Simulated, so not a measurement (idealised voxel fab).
Process module name: voxel wiring stack
It is cross-section cut that appears here, measuring 245 nm in width, its square cells being 5 nm in size.
Cross-section, as written here: a square-cell grid given band by band from the top down, where a band holds one or more rows of cells. It is stipulated that each band's entry specify, in nanometres, the height of the top of the band and then that of its bottom, followed by the materials of the band in left-to-right sequence, each together with its width in nanometres. A single material marked by the word "edge to edge" is understood to fill the band from edge to edge; the word "blank" is understood to denote empty space. Heights are measured from 0, the level below which the as-received wafer is all one material; the lowest band has no bottom and continues downward, written as in "0 and below". The notation "30->40" denotes a width that varies across the rows of cells in the band, beginning at the first number in the top row, finishing at the second number in the bottom row, and changing by an identical amount from each row to the next. Reading "nothing got changed" for a step: not a cell of the cross-section changed in it. Closed empty spaces (no open way to the top) of 8 cells or more are what "Tabulated closed voids" lists, each as width x height at distance from the left edge, nm for all three. Post-settings text on a step line: simulator's own remark regarding the step. When a step includes a mask, the "overlay nm" setting on its line states how far to the right of its planned place that mask lay, and negative values state how far to the left.

**The following list gives the planned process steps**
1. op RECEIVE | material Si
2. op CONFORMAL_DEP | material SiO2 | thk nm 10
3. op CONFORMAL_DEP | material SiCN | thk nm 5
4. op DIRECTIONAL_DEP | material SiO2 | thk nm 20
5. op MASKED_ETCH | tone open | mask id METAL_1 | width nm 30 | pitch nm 60 | etch materials SiO2 | depth nm 20 | overlay nm 0
6. op MASKED_ETCH | tone open | mask id METAL_1 | width nm 30 | pitch nm 60 | etch materials SiCN | depth nm 5 | overlay nm 0
7. op CONFORMAL_DEP | material TiN | thk nm 5
8. op FILL_DEP | material W | thk nm 10
9. op CMP | height nm 35
10. op CONFORMAL_DEP | material SiCN | thk nm 5
11. op DIRECTIONAL_DEP | material lowk | thk nm 20
12. op PATTERN | tone open | mask id PLUG_1 | material resist | width nm 15 | pitch nm 60 | thk nm 15 | overlay nm 0
13. op DIRECTIONAL_ETCH | etch materials lowk | depth nm 20
14. op DIRECTIONAL_ETCH | etch materials SiCN | depth nm 5
15. op STRIP | etch materials resist
16. op EPI | material Ru | thk nm 10
17. op EPI | material Ru | thk nm 10
18. op EPI | material Ru | thk nm 5
19. op DIRECTIONAL_DEP | material TiN | thk nm 5
20. op DIRECTIONAL_DEP | material Ru | thk nm 25
21. op PATTERN | tone cover | mask id METAL_2 | material resist | width nm 30 | pitch nm 60 | thk nm 15 | overlay nm 0
22. op DIRECTIONAL_ETCH | etch materials Ru | depth nm 25
23. op DIRECTIONAL_ETCH | etch materials TiN | depth nm 5
24. op STRIP | etch materials resist
25. op FILL_DEP | material lowk | thk nm 10
26. op CMP | height nm 90
27. op CONFORMAL_DEP | material SiCN | thk nm 5
28. op DIRECTIONAL_DEP | material SiO2 | thk nm 30
29. op PATTERN | tone open | mask id METAL_3 | material resist | width nm 30 | pitch nm 60 | thk nm 20 | overlay nm 0
30. op DIRECTIONAL_ETCH | etch materials SiO2 | depth nm 20
31. op STRIP | etch materials resist
32. op PATTERN | tone open | mask id METAL_3_HOLES | material resist | width nm 15 | pitch nm 60 | thk nm 15 | overlay nm 0
33. op DIRECTIONAL_ETCH | etch materials SiO2 | depth nm 10
34. op DIRECTIONAL_ETCH | etch materials SiCN | depth nm 5
35. op STRIP | etch materials resist
36. op CONFORMAL_DEP | material TiN | thk nm 5
37. op FILL_DEP | material Ru | thk nm 5
38. op CMP | height nm 125
39. op CONFORMAL_DEP | material SiCN | thk nm 5

**Cross-sectional view of the wafer in its as-received condition, corresponding to the state after step 1**
    0 and below  Si edge to edge
    Tabulated closed voids: none

**First of two wafers: cross-section at end of module, run per plan**
    130 down to 125  SiCN edge to edge
    125 down to 110  SiO2: 45; TiN: 5; Ru: 20; TiN: 5; SiO2: 30; TiN: 5; Ru: 20; TiN: 5; SiO2: 30; TiN: 5; Ru: 20; TiN: 5; SiO2: 50
    110 down to 105  SiO2: 45; TiN: 5; Ru: 5; TiN: 20; SiO2: 30; TiN: 5; Ru: 5; TiN: 20; SiO2: 30; TiN: 5; Ru: 5; TiN: 20; SiO2: 50
    105 down to 95  SiO2: 45; TiN: 5; Ru: 5; TiN: 5; SiO2: 45; TiN: 5; Ru: 5; TiN: 5; SiO2: 45; TiN: 5; Ru: 5; TiN: 5; SiO2: 65
    95 down to 90  SiCN: 45; TiN: 15; SiCN: 45; TiN: 15; SiCN: 45; TiN: 15; SiCN: 65
    90 down to 65  lowk: 45; Ru: 30; lowk: 30; Ru: 30; lowk: 30; Ru: 30; lowk: 50
    65 down to 60  lowk: 45; TiN: 30; lowk: 30; TiN: 30; lowk: 30; TiN: 30; lowk: 50
    60 down to 40  lowk: 45; Ru: 15; lowk: 45; Ru: 15; lowk: 45; Ru: 15; lowk: 65
    40 down to 35  SiCN: 45; Ru: 15; SiCN: 45; Ru: 15; SiCN: 45; Ru: 15; SiCN: 65
    35 down to 15  SiO2: 45; TiN: 5; W: 20; TiN: 5; SiO2: 30; TiN: 5; W: 20; TiN: 5; SiO2: 30; TiN: 5; W: 20; TiN: 5; SiO2: 50
    15 down to 10  SiCN: 45; TiN: 30; SiCN: 30; TiN: 30; SiCN: 30; TiN: 30; SiCN: 50
    10 down to 0  SiO2 edge to edge
    0 and below  Si edge to edge
    Tabulated closed voids: none

**Wafer two, end of module, cross-section. Same start, same plan as wafer one. One mistake in the run**
    130 down to 125  SiCN edge to edge
    125 down to 110  SiO2: 45; TiN: 5; Ru: 20; TiN: 5; SiO2: 30; TiN: 5; Ru: 20; TiN: 5; SiO2: 30; TiN: 5; Ru: 20; TiN: 5; SiO2: 50
    110 down to 105  SiO2: 45; TiN: 5; Ru: 5; TiN: 20; SiO2: 30; TiN: 5; Ru: 5; TiN: 20; SiO2: 30; TiN: 5; Ru: 5; TiN: 20; SiO2: 50
    105 down to 95  SiO2: 45; TiN: 5; Ru: 5; TiN: 5; SiO2: 45; TiN: 5; Ru: 5; TiN: 5; SiO2: 45; TiN: 5; Ru: 5; TiN: 5; SiO2: 65
    95 down to 90  SiCN: 45; TiN: 15; SiCN: 45; TiN: 15; SiCN: 45; TiN: 15; SiCN: 65
    90 down to 65  SiO2: 45; Ru: 30; SiO2: 30; Ru: 30; SiO2: 30; Ru: 30; SiO2: 50
    65 down to 60  SiO2: 45; TiN: 30; SiO2: 30; TiN: 30; SiO2: 30; TiN: 30; SiO2: 50
    60 down to 40  lowk: 45; Ru: 15; lowk: 45; Ru: 15; lowk: 45; Ru: 15; lowk: 65
    40 down to 35  SiCN: 45; Ru: 15; SiCN: 45; Ru: 15; SiCN: 45; Ru: 15; SiCN: 65
    35 down to 15  SiO2: 45; TiN: 5; W: 20; TiN: 5; SiO2: 30; TiN: 5; W: 20; TiN: 5; SiO2: 30; TiN: 5; W: 20; TiN: 5; SiO2: 50
    15 down to 10  SiCN: 45; TiN: 30; SiCN: 30; TiN: 30; SiCN: 30; TiN: 30; SiCN: 50
    10 down to 0  SiO2 edge to edge
    0 and below  Si edge to edge
    Tabulated closed voids: none
What broke from the plan during processing? step 25 deviated from plan and actually ran as op FILL_DEP | material SiO2 | thk nm 10
End of process, cell counts, second wafer against first, materials with more or fewer: SiO2 +186 | lowk -186
